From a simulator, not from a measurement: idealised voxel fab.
process module | voxel transistor to metal
cross-section cut | 240 nm wide | cells 5 nm
A cross-section is a grid of square cells, given in bands from the top down. A band is one or more rows of cells.
Each band's line starts with the height of the band's top and of its bottom, in nm. Then come its materials from left to right, each with its width in nm. One material with "throughout" fills the band from edge to edge. "air" is empty space.
Height 0 is the level under which the wafer as received is all one material. The lowest band goes on downwards, as in "0 down".
A width such as "30 to 40" changes by the same amount from each row of cells to the next, from the band's top row to its bottom row.
"no change" after a step means that no cell of the cross-section changed.
closed voids: empty space of 8 cells or more with no open way to the top, each as width x height at its distance from the left edge, in nm
after a step's settings: what the simulator itself notes on the step
overlay nm, on a step with a mask: how far to the right of its planned place the mask lay; to the left if negative
plan
1 op RECEIVE | material Si
2 op CONFORMAL_DEP | material SiO2 | thk nm 5
3 op CONFORMAL_DEP | material SiN | thk nm 15
4 op PATTERN | tone cover | mask id ACTIVE | material resist | width nm 95 | pitch nm 115 | thk nm 15 | overlay nm 0
5 op DIRECTIONAL_ETCH | etch materials SiN | depth nm 15
6 op DIRECTIONAL_ETCH | etch materials SiO2 | depth nm 5
7 op DIRECTIONAL_ETCH | etch materials Si | depth nm 35
8 op STRIP | etch materials resist
9 op OXIDIZE | depth nm 5
10 op FILL_DEP | material SiO2 | thk nm 5
11 op CMP | height nm 20
12 op SELECTIVE_ETCH | etch materials SiO2 | depth nm 10
13 op STRIP | etch materials SiN
14 op SELECTIVE_ETCH | etch materials SiO2 | depth nm 5
15 op OXIDIZE | depth nm 5
16 op DIRECTIONAL_DEP | material polySi | thk nm 20
17 op DIRECTIONAL_DEP | material SiCN | thk nm 15
18 op DIRECTIONAL_DEP | material aC | thk nm 15
19 op PATTERN | tone cover | mask id GATE | material resist | width nm 15 | pitch nm 115 | thk nm 30 | overlay nm 0
20 op DIRECTIONAL_ETCH | etch materials aC | depth nm 15
21 op STRIP | etch materials resist
22 op DIRECTIONAL_ETCH | etch materials SiCN | depth nm 25
23 op DIRECTIONAL_ETCH | etch materials polySi | depth nm 30
24 op STRIP | etch materials aC
25 op CONFORMAL_DEP | material SiN | thk nm 10
26 op DIRECTIONAL_ETCH | etch materials SiN | depth nm 10
27 op DIRECTIONAL_ETCH | etch materials SiO2 | depth nm 5
28 op DIRECTIONAL_ETCH | etch materials Si | depth nm 10
29 op EPI | material pSi | thk nm 10
30 op FILL_DEP | material SiO2 | thk nm 10
31 op CMP | height nm 35
32 op DIRECTIONAL_DEP | material SiO2 | thk nm 10
33 op PATTERN | tone open | mask id CONTACT | material resist | width nm 30 | thk nm 15 | overlay nm 0
34 op DIRECTIONAL_ETCH | etch materials SiO2 | depth nm 50
35 op STRIP | etch materials resist
36 op CONFORMAL_DEP | material TiN | thk nm 5
37 op FILL_DEP | material Ru | thk nm 5
38 op CMP | height nm 40
39 op DIRECTIONAL_DEP | material TiN | thk nm 5
40 op DIRECTIONAL_DEP | material W | thk nm 15
41 op MASKED_ETCH | tone cover | mask id METAL_1 | width nm 15 | etch materials W | depth nm 15 | overlay nm 0
42 op MASKED_ETCH | tone cover | mask id METAL_1 | width nm 15 | etch materials TiN | depth nm 5 | overlay nm 0
43 op FILL_DEP | material SiO2 | thk nm 5
44 op CMP | height nm 65
45 op CONFORMAL_DEP | material SiN | thk nm 5
varied across the wafers: height nm of step 38. The plan shows the first wafer's value. All wafers start alike
first wafer as received, after step 1
  0 down: Si throughout
  closed voids: none
first wafer at the end, after step 45
  70 to 65: SiN throughout
  65 to 60: SiO2 throughout
  60 to 45: SiO2 20 | W 15 | SiO2 55 | W 15 | SiO2 30 | W 15 | SiO2 55 | W 15 | SiO2 20
  45 to 40: SiO2 20 | TiN 15 | SiO2 55 | TiN 15 | SiO2 30 | TiN 15 | SiO2 55 | TiN 15 | SiO2 20
  40 to 35: SiO2 20 | TiN 5 | Ru 15 | TiN 10 | SiO2 25 | TiN 10 | Ru 15 | TiN 5 | SiO2 30 | TiN 5 | Ru 15 | TiN 10 | SiO2 25 | TiN 10 | Ru 15 | TiN 5 | SiO2 20
  35 to 20: SiO2 20 | TiN 5 | Ru 15 | TiN 5 | SiN 10 | SiCN 15 | SiN 10 | TiN 5 | Ru 15 | TiN 5 | SiO2 30 | TiN 5 | Ru 15 | TiN 5 | SiN 10 | SiCN 15 | SiN 10 | TiN 5 | Ru 15 | TiN 5 | SiO2 20
  20 to 10: SiO2 20 | TiN 5 | Ru 15 | TiN 5 | SiN 10 | polySi 15 | SiN 10 | TiN 5 | Ru 15 | TiN 5 | SiO2 30 | TiN 5 | Ru 15 | TiN 5 | SiN 10 | polySi 15 | SiN 10 | TiN 5 | Ru 15 | TiN 5 | SiO2 20
  10 to 5: SiO2 20 | TiN 5 | Ru 5 | TiN 15 | SiN 10 | polySi 15 | SiN 10 | TiN 15 | Ru 5 | TiN 5 | SiO2 30 | TiN 5 | Ru 5 | TiN 15 | SiN 10 | polySi 15 | SiN 10 | TiN 15 | Ru 5 | TiN 5 | SiO2 20
  5 to 0: SiO2 10 | SiN 10 | TiN 5 | Ru 5 | TiN 5 | pSi 10 | SiN 10 | polySi 15 | SiN 10 | pSi 10 | TiN 5 | Ru 5 | TiN 5 | SiN 10 | SiO2 10 | SiN 10 | TiN 5 | Ru 5 | TiN 5 | pSi 10 | SiN 10 | polySi 15 | SiN 10 | pSi 10 | TiN 5 | Ru 5 | TiN 5 | SiN 10 | SiO2 10
  0 to -5: SiO2 20 | TiN 15 | pSi 10 | SiO2 35 | pSi 10 | TiN 15 | SiO2 30 | TiN 15 | pSi 10 | SiO2 35 | pSi 10 | TiN 15 | SiO2 20
  -5 to -15: SiO2 20 | pSi 25 | Si 35 | pSi 25 | SiO2 30 | pSi 25 | Si 35 | pSi 25 | SiO2 20
  -15 to -40: SiO2 20 | Si 85 | SiO2 30 | Si 85 | SiO2 20
  -40 down: Si throughout
  closed voids: none
last wafer at the end
  70 to 65: SiN throughout
  65 to 60: SiO2 20 | W 15 | SiO2 55 | W 15 | SiO2 30 | W 15 | SiO2 55 | W 15 | SiO2 20
  60 to 55: SiO2 20 | TiN 15 | SiO2 55 | TiN 15 | SiO2 30 | TiN 15 | SiO2 55 | TiN 15 | SiO2 20
  55 to 50: Ru throughout
  50 to 45: TiN 25 | Ru 20 | TiN 35 | Ru 20 | TiN 40 | Ru 20 | TiN 35 | Ru 20 | TiN 25
  45 to 35: SiO2 20 | TiN 5 | Ru 20 to 15 | TiN 5 to 10 | SiO2 25 | TiN 5 to 10 | Ru 20 to 15 | TiN 5 | SiO2 30 | TiN 5 | Ru 20 to 15 | TiN 5 to 10 | SiO2 25 | TiN 5 to 10 | Ru 20 to 15 | TiN 5 | SiO2 20
  35 to 20: SiO2 20 | TiN 5 | Ru 15 | TiN 5 | SiN 10 | SiCN 15 | SiN 10 | TiN 5 | Ru 15 | TiN 5 | SiO2 30 | TiN 5 | Ru 15 | TiN 5 | SiN 10 | SiCN 15 | SiN 10 | TiN 5 | Ru 15 | TiN 5 | SiO2 20
  20 to 10: SiO2 20 | TiN 5 | Ru 15 | TiN 5 | SiN 10 | polySi 15 | SiN 10 | TiN 5 | Ru 15 | TiN 5 | SiO2 30 | TiN 5 | Ru 15 | TiN 5 | SiN 10 | polySi 15 | SiN 10 | TiN 5 | Ru 15 | TiN 5 | SiO2 20
  10 to 5: SiO2 20 | TiN 5 | Ru 5 | TiN 15 | SiN 10 | polySi 15 | SiN 10 | TiN 15 | Ru 5 | TiN 5 | SiO2 30 | TiN 5 | Ru 5 | TiN 15 | SiN 10 | polySi 15 | SiN 10 | TiN 15 | Ru 5 | TiN 5 | SiO2 20
  5 to 0: SiO2 10 | SiN 10 | TiN 5 | Ru 5 | TiN 5 | pSi 10 | SiN 10 | polySi 15 | SiN 10 | pSi 10 | TiN 5 | Ru 5 | TiN 5 | SiN 10 | SiO2 10 | SiN 10 | TiN 5 | Ru 5 | TiN 5 | pSi 10 | SiN 10 | polySi 15 | SiN 10 | pSi 10 | TiN 5 | Ru 5 | TiN 5 | SiN 10 | SiO2 10
  0 to -5: SiO2 20 | TiN 15 | pSi 10 | SiO2 35 | pSi 10 | TiN 15 | SiO2 30 | TiN 15 | pSi 10 | SiO2 35 | pSi 10 | TiN 15 | SiO2 20
  -5 to -15: SiO2 20 | pSi 25 | Si 35 | pSi 25 | SiO2 30 | pSi 25 | Si 35 | pSi 25 | SiO2 20
  -15 to -40: SiO2 20 | Si 85 | SiO2 30 | Si 85 | SiO2 20
  -40 down: Si throughout
  closed voids: none
each wafer at the end: cells of each material gained (+) or lost (-) since it was received, then its closed voids
height nm 40 | +80 Ru | -186 Si | +18 SiCN | +112 SiN | +432 SiO2 | +100 TiN | +36 W | +56 pSi | +24 polySi | closed voids: none
height nm 45 | +96 Ru | -186 Si | +18 SiCN | +112 SiN | +408 SiO2 | +108 TiN | +36 W | +56 pSi | +24 polySi | closed voids: none
height nm 50 | +112 Ru | -186 Si | +18 SiCN | +112 SiN | +372 SiO2 | +140 TiN | +24 W | +56 pSi | +24 polySi | closed voids: none
height nm 55 | +160 Ru | -186 Si | +18 SiCN | +112 SiN | +336 SiO2 | +140 TiN | +12 W | +56 pSi | +24 polySi | closed voids: none
